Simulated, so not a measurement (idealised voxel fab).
This section sets out a process module, namely voxel quadruple lines.
We display cut, a cross-section 230 nm in width whose square cells are each 5 nm.
Heads up, the way a cross-section reads in here is a grid of square cells, handed over as bands from the top down, with every band being one or more rows of cells. Quick guide to a band line: top height, bottom height (nm) up front; then every material left to right with its width in nm. Only one material and it's marked "edge to edge"? Then it fills the band edge to edge. And "blank" just means empty space. Heights are expressed relative to 0, this being the level below which the as-received wafer comprises one material exclusively. The lowest band is unbounded in the downward direction and is denoted as in "0 down". You'd read "30 to 40" like this: the band's top row of cells is as wide as the first number, its bottom row is as wide as the second, and going down, every row changes width by the same amount as the row before did. Step marked "stayed the same"? Then no cell in the cross-section changed in it. "Closed internal voids" lists enclosed empty spaces (at least 8 cells, no open path upward to the top), each as width x height at distance from the left edge, in nm. Read whatever lies past the settings on a step's line as the simulator's own remark about the step. "overlay nm" on a masked step: distance the mask lay right of its planned place, negative for left.
[Process steps (planned)]
1: RECEIVE: material Si
2: CONFORMAL_DEP: material SiO2, thk nm 10
3: DIRECTIONAL_DEP: material Ru, thk nm 10
4: DIRECTIONAL_DEP: material polySi, thk nm 20
5: DIRECTIONAL_DEP: material aC, thk nm 20
6: PATTERN: tone cover, mask id MANDREL, material resist, width nm 35, pitch nm 100, thk nm 30, overlay nm 0
7: DIRECTIONAL_ETCH: etch materials aC, depth nm 20
8: STRIP: etch materials resist
9: CONFORMAL_DEP: material SiO2, thk nm 15
10: DIRECTIONAL_ETCH: etch materials SiO2, depth nm 15
11: STRIP: etch materials aC
12: DIRECTIONAL_ETCH: etch materials polySi, depth nm 20
13: STRIP: etch materials SiO2
14: CONFORMAL_DEP: material SiN, thk nm 10
15: DIRECTIONAL_ETCH: etch materials SiN, depth nm 10
16: STRIP: etch materials polySi
17: DIRECTIONAL_ETCH: etch materials Ru, depth nm 10
18: STRIP: etch materials SiN
[Cross-section, incoming material, after step 1]
> 0 down | Si edge to edge
> Closed internal voids: none
[Cross-sectional view of the first of the two wafers upon completion of the module, processed in accordance with the plan]
> 20 to 10 | 20 of blank, then 10 of Ru, then 15 of blank, then 10 of Ru, then 15 of blank, then 10 of Ru, then 15 of blank, then 10 of Ru, then 15 of blank, then 10 of Ru, then 15 of blank, then 10 of Ru, then 15 of blank, then 10 of Ru, then 15 of blank, then 10 of Ru, then 25 of blank
> 10 to 0 | SiO2 edge to edge
> 0 down | Si edge to edge
> Closed internal voids: none
[Here's the second of our two wafers sectioned at module end. Same start as the first, same plan, but one mistake got made running it]
> 20 to 10 | 25 of blank, then 10 of Ru, then 15 of blank, then 10 of Ru, then 5 of blank, then 10 of Ru, then 15 of blank, then 10 of Ru, then 25 of blank, then 10 of Ru, then 15 of blank, then 10 of Ru, then 5 of blank, then 10 of Ru, then 15 of blank, then 10 of Ru, then 30 of blank
> 10 to 0 | SiO2 edge to edge
> 0 down | Si edge to edge
> Closed internal voids: none
Plan not followed: for step 6, the planned setting was not used; the step was instead run as PATTERN: tone cover, mask id MANDREL, material resist, width nm 25, pitch nm 100, thk nm 30, overlay nm 0
When the process is done, the second wafer contains the same cell count of every material as the first wafer, but distributed over other locations.
